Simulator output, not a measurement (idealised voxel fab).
voxel self aligned contacts: a process module
FYI the section here is cut, 145 nm wide, cells are 5 nm squares.
Bands, listed from the top down, are how a cross-section gets written in this document; the cross-section itself is a grid of square cells, and a band is one or more rows of them.
Heads up on the band format: heights come first, top then bottom, in nm. After that it's the materials left to right, each with its width in nm. A single material flagged "everywhere" fills the whole band edge to edge, and "empty" means there's empty space there.
Zero point of the height axis is 0; under it, received wafer = one material. Lowest band: continues down indefinitely, "top 0, no bottom".
Quick explanation for "30->40": the width changes in equal steps down the rows of cells, from the first number in the band's top row to the second number in its bottom row.
"nothing different" for a step: no cell of the cross-section changed in that step.
Closed empty spaces (no open way to the top) of 8 cells or more are what "Completely enclosed voids" lists, each as width x height at distance from the left edge, nm for all three.
On a step's line, text after the settings is the simulator commenting on that step.
overlay nm: mask offset rightward from planned place, masked step; negative means leftward offset.
Steps planned for the process
1,RECEIVE, material Si
2,CONFORMAL_DEP, material SiO2, thk nm 5
3,DIRECTIONAL_DEP, material polySi, thk nm 20
4,DIRECTIONAL_DEP, material SiN, thk nm 25
5,PATTERN, tone cover, mask id GATE, material resist, width nm 30, pitch nm 70, thk nm 15, overlay nm 0
6,DIRECTIONAL_ETCH, etch materials SiN, depth nm 25
7,DIRECTIONAL_ETCH, etch materials polySi, depth nm 20
8,STRIP, etch materials resist
9,CONFORMAL_DEP, material SiN, thk nm 10
10,DIRECTIONAL_ETCH, etch materials SiN, depth nm 10
11,FILL_DEP, material SiO2, thk nm 15
12,CMP, height nm 55
13,MASKED_ETCH, tone open, mask id CONTACT, width nm 50, etch materials SiO2, depth nm 55, overlay nm 0
14,CONFORMAL_DEP, material TiN, thk nm 5
15,FILL_DEP, material W, thk nm 10
16,CMP, height nm 55
17,CONFORMAL_DEP, material SiCN, thk nm 5
Shown in cross-section is the wafer as received, that is, as it stands after step 1
	top 0, no bottom: Si everywhere
	Completely enclosed voids: none
Starting wafer: above. Plan: above. Run: one mistake. Cross-section after the module: below
	top 60, bottom 55: SiCN everywhere
	top 55, bottom 50: W (5) | TiN (40) | SiO2 (50) | TiN (40) | W (10)
	top 50, bottom 25: W (5) | TiN (5) | SiN (50) | SiO2 (20) | SiN (50) | TiN (5) | W (10)
	top 25, bottom 5: W (5) | TiN (5) | SiN (10) | polySi (30) | SiN (10) | SiO2 (20) | SiN (10) | polySi (30) | SiN (10) | TiN (5) | W (10)
	top 5, bottom 0: TiN (10) | SiO2 (120) | TiN (15)
	top 0, no bottom: Si everywhere
	Completely enclosed voids: none
Run error: step 13 changed vs plan, executed as MASKED_ETCH, tone cover, mask id CONTACT, width nm 50, etch materials SiO2, depth nm 55, overlay nm 0
